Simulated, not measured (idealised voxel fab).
This is a process module. Its name is voxel wiring stack.
Shown is cross-section cut, with a width of 265 nm and square cells of size 5 nm.
A cross-section is written here as square cells arranged in a grid, and it is given in bands from the top down, each band taking up one or more rows of cells.
In this notation a band is specified by the heights of its top and bottom, in that order and in nm, after which its materials appear from left to right, each paired with its width in nm. The word "edge to edge" attached to a single material means that material fills the band from edge to edge; the word "air" stands for empty space.
Note: height 0 marks the level under which the wafer is uniformly one material as received. Lowest band unbounded below, written "from 0 down".
With a width like "30..40", each row of cells in the band differs from the next by the same amount, the top row carrying the first number and the bottom row the second.
Step marked "nothing different"? Then no cell in the cross-section changed in it.
Reported under the label "Entrapped void list" are the empty spaces having no open way to the top and comprising 8 cells or more; the notation for each is width x height at distance, in which the distance is measured from the left edge and all three values are in nm.
The remark found on a step's line after its settings is issued by the simulator itself and pertains to that step.
The line of a step may include "overlay nm". On a step with a mask, this value is how far to the right of its planned place the mask lay. A negative value means the mask lay to the left.
# These are the steps we planned for the process
1 RECEIVE,material Si
2 CONFORMAL_DEP,material SiO2,thk nm 15
3 CONFORMAL_DEP,material SiN,thk nm 5
4 DIRECTIONAL_DEP,material SiO2,thk nm 15
5 PATTERN,tone open,mask id METAL_1,material resist,width nm 20,pitch nm 40,thk nm 20,overlay nm 0
6 DIRECTIONAL_ETCH,etch materials SiO2,depth nm 15
7 DIRECTIONAL_ETCH,etch materials SiN,depth nm 5
8 STRIP,etch materials resist
9 CONFORMAL_DEP,material TiN,thk nm 5
10 FILL_DEP,material Ru,thk nm 10
11 CMP,height nm 35
12 EPI,material Ru,thk nm 5
13 FILL_DEP,material SiCN,thk nm 5
14 DIRECTIONAL_DEP,material SiO2,thk nm 20
15 PATTERN,tone open,mask id PLUG_1,material resist,width nm 15,pitch nm 40,thk nm 20,overlay nm 0
16 DIRECTIONAL_ETCH,etch materials SiO2,depth nm 20
17 DIRECTIONAL_ETCH,etch materials SiCN,depth nm 5
18 STRIP,etch materials resist
19 CONFORMAL_DEP,material TiN,thk nm 5
20 FILL_DEP,material W,thk nm 10
21 CMP,height nm 65
22 DIRECTIONAL_DEP,material TiN,thk nm 5
23 DIRECTIONAL_DEP,material W,thk nm 20
24 MASKED_ETCH,tone cover,mask id METAL_2,width nm 20,pitch nm 40,etch materials W,depth nm 10,overlay nm 0
25 MASKED_ETCH,tone cover,mask id METAL_2,width nm 20,pitch nm 40,etch materials TiN,depth nm 5,overlay nm 0
26 CONFORMAL_DEP,material SiN,thk nm 5
27 FILL_DEP,material SiO2,thk nm 5
28 CMP,height nm 90
29 CONFORMAL_DEP,material SiCN,thk nm 5
30 DIRECTIONAL_DEP,material SiO2,thk nm 30
31 PATTERN,tone open,mask id METAL_3,material resist,width nm 20,pitch nm 40,thk nm 15,overlay nm 0
32 DIRECTIONAL_ETCH,etch materials SiO2,depth nm 15
33 STRIP,etch materials resist
34 PATTERN,tone open,mask id METAL_3_HOLES,material resist,width nm 15,pitch nm 40,thk nm 15,overlay nm 0
35 DIRECTIONAL_ETCH,etch materials SiO2,depth nm 15
36 DIRECTIONAL_ETCH,etch materials SiCN,depth nm 5
37 STRIP,etch materials resist
38 CONFORMAL_DEP,material TiN,thk nm 5
39 FILL_DEP,material Cu,thk nm 5
40 CMP,height nm 125
41 CONFORMAL_DEP,material SiN,thk nm 5
The wafers are alike at the start. At step 24, their depth nm differs. The plan lists the first wafer's value.
# Step 1 complete: as-received cross-section of the first of several wafers
* from 0 down  Si edge to edge
* Entrapped void list: none
# Shown in cross-section: the first of several wafers at the end of the module, after its last step, step 41
* from 130 to 125  SiN edge to edge
* from 125 to 115  SiO2 (100) / TiN (5) / Cu (10) / TiN (5) / SiO2 (20) / TiN (5) / Cu (10) / TiN (5) / SiO2 (105)
* from 115 to 110  SiO2 (100) / TiN (5) / Cu (5) / TiN (10) / SiO2 (20) / TiN (5) / Cu (5) / TiN (10) / SiO2 (105)
* from 110 to 95  SiO2 (100) / TiN (5) / Cu (5) / TiN (5) / SiO2 (25) / TiN (5) / Cu (5) / TiN (5) / SiO2 (110)
* from 95 to 90  SiCN (100) / TiN (15) / SiCN (25) / TiN (15) / SiCN (110)
* from 90 to 85  SiO2 (95) / SiN (5) / W (20) / SiN (5) / SiO2 (10) / SiN (5) / W (20) / SiN (5) / SiO2 (100)
* from 85 to 80  SiN (100) / W (20) / SiN (20) / W (20) / SiN (105)
* from 80 to 70  W edge to edge
* from 70 to 65  TiN edge to edge
* from 65 to 45  SiO2 (100) / TiN (5) / W (5) / TiN (5) / SiO2 (25) / TiN (5) / W (5) / TiN (5) / SiO2 (110)
* from 45 to 40  SiCN (100) / TiN (15) / SiCN (25) / TiN (15) / SiCN (110)
* from 40 to 35  SiCN (95) / Ru (30) / SiCN (10) / Ru (30) / SiCN (100)
* from 35 to 20  SiO2 (100) / TiN (5) / Ru (10) / TiN (5) / SiO2 (20) / TiN (5) / Ru (10) / TiN (5) / SiO2 (105)
* from 20 to 15  SiN (100) / TiN (20) / SiN (20) / TiN (20) / SiN (105)
* from 15 to 0  SiO2 edge to edge
* from 0 down  Si edge to edge
* Entrapped void list: none
# Cross-section at module completion, last wafer
* from 130 to 125  SiN edge to edge
* from 125 to 115  SiO2 (100) / TiN (5) / Cu (10) / TiN (5) / SiO2 (20) / TiN (5) / Cu (10) / TiN (5) / SiO2 (105)
* from 115 to 110  SiO2 (100) / TiN (5) / Cu (5) / TiN (10) / SiO2 (20) / TiN (5) / Cu (5) / TiN (10) / SiO2 (105)
* from 110 to 95  SiO2 (100) / TiN (5) / Cu (5) / TiN (5) / SiO2 (25) / TiN (5) / Cu (5) / TiN (5) / SiO2 (110)
* from 95 to 90  SiCN (100) / TiN (15) / SiCN (25) / TiN (15) / SiCN (110)
* from 90 to 70  SiO2 (95) / SiN (5) / W (20) / SiN (5) / SiO2 (10) / SiN (5) / W (20) / SiN (5) / SiO2 (100)
* from 70 to 65  SiN (100) / TiN (20) / SiN (20) / TiN (20) / SiN (105)
* from 65 to 45  SiO2 (100) / TiN (5) / W (5) / TiN (5) / SiO2 (25) / TiN (5) / W (5) / TiN (5) / SiO2 (110)
* from 45 to 40  SiCN (100) / TiN (15) / SiCN (25) / TiN (15) / SiCN (110)
* from 40 to 35  SiCN (95) / Ru (30) / SiCN (10) / Ru (30) / SiCN (100)
* from 35 to 20  SiO2 (100) / TiN (5) / Ru (10) / TiN (5) / SiO2 (20) / TiN (5) / Ru (10) / TiN (5) / SiO2 (105)
* from 20 to 15  SiN (100) / TiN (20) / SiN (20) / TiN (20) / SiN (105)
* from 15 to 0  SiO2 edge to edge
* from 0 down  Si edge to edge
* Entrapped void list: none
# Below is a per-wafer table. In it, each row describes the wafer at the end of the module by giving, for each material, the number of cells gained (+) or lost (-) since the wafer was received, and after that the closed voids of the wafer
depth nm 10; +16 Cu; +24 Ru; +135 SiCN; +147 SiN; +799 SiO2; +127 TiN; +130 W; Entrapped void list: none
depth nm 15; +16 Cu; +24 Ru; +135 SiCN; +151 SiN; +840 SiO2; +127 TiN; +85 W; Entrapped void list: none
depth nm 20; +16 Cu; +24 Ru; +135 SiCN; +159 SiN; +922 SiO2; +82 TiN; +40 W; Entrapped void list: none
depth nm 25; +16 Cu; +24 Ru; +135 SiCN; +159 SiN; +922 SiO2; +82 TiN; +40 W; Entrapped void list: none
depth nm 30; +16 Cu; +24 Ru; +135 SiCN; +159 SiN; +922 SiO2; +82 TiN; +40 W; Entrapped void list: none
depth nm 35; +16 Cu; +24 Ru; +135 SiCN; +159 SiN; +922 SiO2; +82 TiN; +40 W; Entrapped void list: none
